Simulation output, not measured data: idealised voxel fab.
Presented below is a process module, voxel self aligned contacts.
In the cross-section labelled cut, the width is 240 nm and each square cell is 5 nm.
For the purposes of this document, a cross-section shall be understood as a grid of square cells, specified as bands listed in top-to-bottom order, each band consisting of one or more rows of cells.
Heights first: top, then bottom, in nm. Then materials, left to right, each with a width in nm. "full width" on a single material: fills the band edge to edge. "air": empty space.
All heights in this document are referenced to 0, defined as the level beneath which the wafer, as received, consists entirely of one material. The lowest band is not bounded below; it extends indefinitely downward and is written in the form "0 and below".
A width given as "30..40" starts at the first number in the band's top row and ends at the second number in its bottom row, shifting by an equal amount at every step from row to row.
Step note "nothing changed" = no cross-section cell changed.
"Closed void register" means: voids of 8 cells or more that are shut off from the top with no open way through. Written width x height at distance, distance from the left edge, in nm.
If you see something after the settings on a step's line, that's the simulator's own remark about that step.
If you see "overlay nm" on a step's line and that step has a mask, it's telling you how far right of where it was planned the mask ended up; a negative number means it went left instead.
# The steps planned for the process are as follows
1) RECEIVE (material Si)
2) OXIDIZE (depth nm 5)
3) DIRECTIONAL_DEP (material polySi; thk nm 20)
4) DIRECTIONAL_DEP (material SiN; thk nm 20)
5) DIRECTIONAL_DEP (material aC; thk nm 10)
6) PATTERN (tone cover; mask id GATE; material resist; width nm 35; pitch nm 75; thk nm 25; overlay nm 0)
7) DIRECTIONAL_ETCH (etch materials aC; depth nm 10)
8) STRIP (etch materials resist)
9) DIRECTIONAL_ETCH (etch materials SiN; depth nm 20)
10) DIRECTIONAL_ETCH (etch materials polySi; depth nm 20)
11) STRIP (etch materials aC)
12) CONFORMAL_DEP (material SiN; thk nm 10)
13) DIRECTIONAL_ETCH (etch materials SiN; depth nm 10)
14) FILL_DEP (material SiO2; thk nm 10)
15) CMP (height nm 45)
16) MASKED_ETCH (tone open; mask id CONTACT; width nm 60; etch materials SiO2; depth nm 50; overlay nm -15)
17) CONFORMAL_DEP (material TiN; thk nm 5)
18) FILL_DEP (material Ru; thk nm 5)
19) CMP (height nm 45)
20) CONFORMAL_DEP (material SiCN; thk nm 5)
Every wafer here starts from the same state; it is the step 16 overlay nm that distinguishes them, and the value the plan gives belongs to the first wafer.
# The first of several wafers as received, shown in cross-section; this is its state after step 1
  0 and below: Si full width
  Closed void register: none
# End-of-module cross-section, first of several wafers, after last step 20
  50 down to 45: SiCN full width
  45 down to 40: SiO2: 75, then TiN: 40, then Ru: 10, then TiN: 10, then SiO2: 105
  40 down to 20: SiO2: 55, then SiN: 55, then TiN: 5, then Ru: 10, then TiN: 5, then SiN: 55, then SiO2: 55
  20 down to 0: SiO2: 55, then SiN: 10, then polySi: 35, then SiN: 10, then TiN: 5, then Ru: 10, then TiN: 5, then SiN: 10, then polySi: 35, then SiN: 10, then SiO2: 55
  0 down to -5: SiO2: 110, then TiN: 20, then SiO2: 110
  -5 and below: Si full width
  Closed void register: none
# Here we cross-sectioned the last of the wafers once the module was done
  50 down to 45: SiCN full width
  45 down to 40: SiO2: 105, then TiN: 10, then Ru: 10, then TiN: 40, then SiO2: 75
  40 down to 20: SiO2: 55, then SiN: 55, then TiN: 5, then Ru: 10, then TiN: 5, then SiN: 55, then SiO2: 55
  20 down to 0: SiO2: 55, then SiN: 10, then polySi: 35, then SiN: 10, then TiN: 5, then Ru: 10, then TiN: 5, then SiN: 10, then polySi: 35, then SiN: 10, then SiO2: 55
  0 down to -5: SiO2: 110, then TiN: 20, then SiO2: 110
  -5 and below: Si full width
  Closed void register: none
# Per wafer, end of module: cells gained (+) or lost (-) per material since receipt, then closed voids
overlay nm -15 | +18 Ru | -48 Si | +48 SiCN | +120 SiN | +256 SiO2 | +30 TiN | +56 polySi | Closed void register: none
overlay nm -10 | +18 Ru | -48 Si | +48 SiCN | +120 SiN | +256 SiO2 | +30 TiN | +56 polySi | Closed void register: none
overlay nm -5 | +18 Ru | -48 Si | +48 SiCN | +120 SiN | +256 SiO2 | +30 TiN | +56 polySi | Closed void register: none
overlay nm 0 | +18 Ru | -48 Si | +48 SiCN | +120 SiN | +256 SiO2 | +30 TiN | +56 polySi | Closed void register: none
overlay nm 5 | +18 Ru | -48 Si | +48 SiCN | +120 SiN | +256 SiO2 | +30 TiN | +56 polySi | Closed void register: none
overlay nm 10 | +18 Ru | -48 Si | +48 SiCN | +120 SiN | +256 SiO2 | +30 TiN | +56 polySi | Closed void register: none
overlay nm 15 | +18 Ru | -48 Si | +48 SiCN | +120 SiN | +256 SiO2 | +30 TiN | +56 polySi | Closed void register: none
